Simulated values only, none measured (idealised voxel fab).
Presented below is a process module, voxel capacitor over wiring.
Square cell edge 5 nm, section width 260 nm, ID cut.
A cross-section in this document is a grid of square cells, and it is written down as bands, the top band listed before the ones below it; a band is made up of one or more rows of cells. Quick guide to a band line: top height, bottom height (nm) up front; then every material left to right with its width in nm. Only one material and it's marked "edge to edge"? Then it fills the band edge to edge. And "air" just means empty space. Below 0: as-received wafer, all one material; heights counted from there. Lowest band: no bottom, goes on down, written "0 -> down". A two-number width, for instance "30 to 40", indicates that the width is equal to the first number in the top row of the band and to the second number in the bottom row, and that it changes by a constant amount per row of cells. Where the words "nothing changed" appear for a step, the cross-section shows no cell changed by that step; every cell remained as before. Empty spaces without an open route to the top, at least 8 cells in extent, make up the entry "Closed void roster"; each is given as width x height at distance, where the distance is measured from the left edge, and all are in nm. Step line, after settings: the simulator's comment on this step. The optional step-line setting "overlay nm" applies to steps with a mask and quantifies how far to the right of its planned location the mask lay, a negative value indicating leftward placement.

Steps planned for the process
1,RECEIVE,material Si
2,CONFORMAL_DEP,material SiO2,thk nm 10
3,CONFORMAL_DEP,material SiN,thk nm 5
4,DIRECTIONAL_DEP,material SiO2,thk nm 20
5,MASKED_ETCH,tone open,mask id METAL_1,width nm 25,pitch nm 75,etch materials SiO2,depth nm 20,overlay nm 0
6,MASKED_ETCH,tone open,mask id METAL_1,width nm 25,pitch nm 75,etch materials SiN,depth nm 5,overlay nm 0
7,CONFORMAL_DEP,material TiN,thk nm 5
8,FILL_DEP,material Cu,thk nm 5
9,CMP,height nm 35
10,CONFORMAL_DEP,material SiCN,thk nm 5
11,DIRECTIONAL_DEP,material SiO2,thk nm 20
12,DIRECTIONAL_DEP,material aC,thk nm 10
13,PATTERN,tone open,mask id PLUG_1,material resist,width nm 15,thk nm 25,overlay nm 0
14,DIRECTIONAL_ETCH,etch materials aC,depth nm 10
15,STRIP,etch materials resist
16,DIRECTIONAL_ETCH,etch materials SiO2,depth nm 20
17,DIRECTIONAL_ETCH,etch materials SiCN,depth nm 5
18,STRIP,etch materials aC
19,EPI,material Ru,thk nm 10
20,EPI,material Ru,thk nm 10
21,EPI,material Ru,thk nm 5
22,DIRECTIONAL_DEP,material TiN,thk nm 5
23,DIRECTIONAL_DEP,material HfO2,thk nm 5
24,DIRECTIONAL_DEP,material TiN,thk nm 5
25,PATTERN,tone cover,mask id UPPER_PLATE,material resist,width nm 55,thk nm 20,overlay nm 0
26,DIRECTIONAL_ETCH,etch materials TiN,depth nm 5
27,DIRECTIONAL_ETCH,etch materials HfO2,depth nm 5
28,STRIP,etch materials resist
29,PATTERN,tone cover,mask id LOWER_PLATE,material resist,width nm 65,thk nm 20,overlay nm 0
30,DIRECTIONAL_ETCH,etch materials TiN,depth nm 5
31,STRIP,etch materials resist
32,FILL_DEP,material SiO2,thk nm 20
33,CMP,height nm 90
34,DIRECTIONAL_DEP,material aC,thk nm 15
35,PATTERN,tone open,mask id PLUG_2,material resist,width nm 15,thk nm 35,overlay nm 0
36,DIRECTIONAL_ETCH,etch materials aC,depth nm 15
37,STRIP,etch materials resist
38,DIRECTIONAL_ETCH,etch materials SiO2,depth nm 15
39,STRIP,etch materials aC
40,CONFORMAL_DEP,material TiN,thk nm 5
41,FILL_DEP,material Ru,thk nm 5
42,CMP,height nm 90
43,CONFORMAL_DEP,material SiCN,thk nm 5

Cross-sectional view of the wafer in its as-received condition, corresponding to the state after step 1
> 0 -> down | Si edge to edge
> Closed void roster: none

Cross-section at module end, one run error; start and plan unchanged from above
> 95 -> 90 | SiCN edge to edge
> 90 -> 80 | SiO2: 100, then TiN: 5, then Ru: 5, then TiN: 5, then SiO2: 145
> 80 -> 70 | SiO2: 100 to 105, then TiN: 15 to 40, then SiO2: 145 to 115
> 70 -> 65 | SiO2: 90, then TiN: 15, then HfO2: 40, then SiO2: 115
> 65 -> 60 | SiO2: 85, then TiN: 5, then HfO2: 15, then TiN: 45, then SiO2: 110
> 60 -> 55 | SiCN: 90, then TiN: 15, then SiCN: 155
> 55 -> 35 | SiO2 edge to edge
> 35 -> 15 | SiO2: 80, then TiN: 5, then Cu: 15, then TiN: 5, then SiO2: 50, then TiN: 5, then Cu: 15, then TiN: 5, then SiO2: 80
> 15 -> 10 | SiN: 80, then TiN: 25, then SiN: 50, then TiN: 25, then SiN: 80
> 10 -> 0 | SiO2 edge to edge
> 0 -> down | Si edge to edge
> Closed void roster: none
Plan not followed: contrary to the plan, steps 10 and 11 were processed in exchanged order
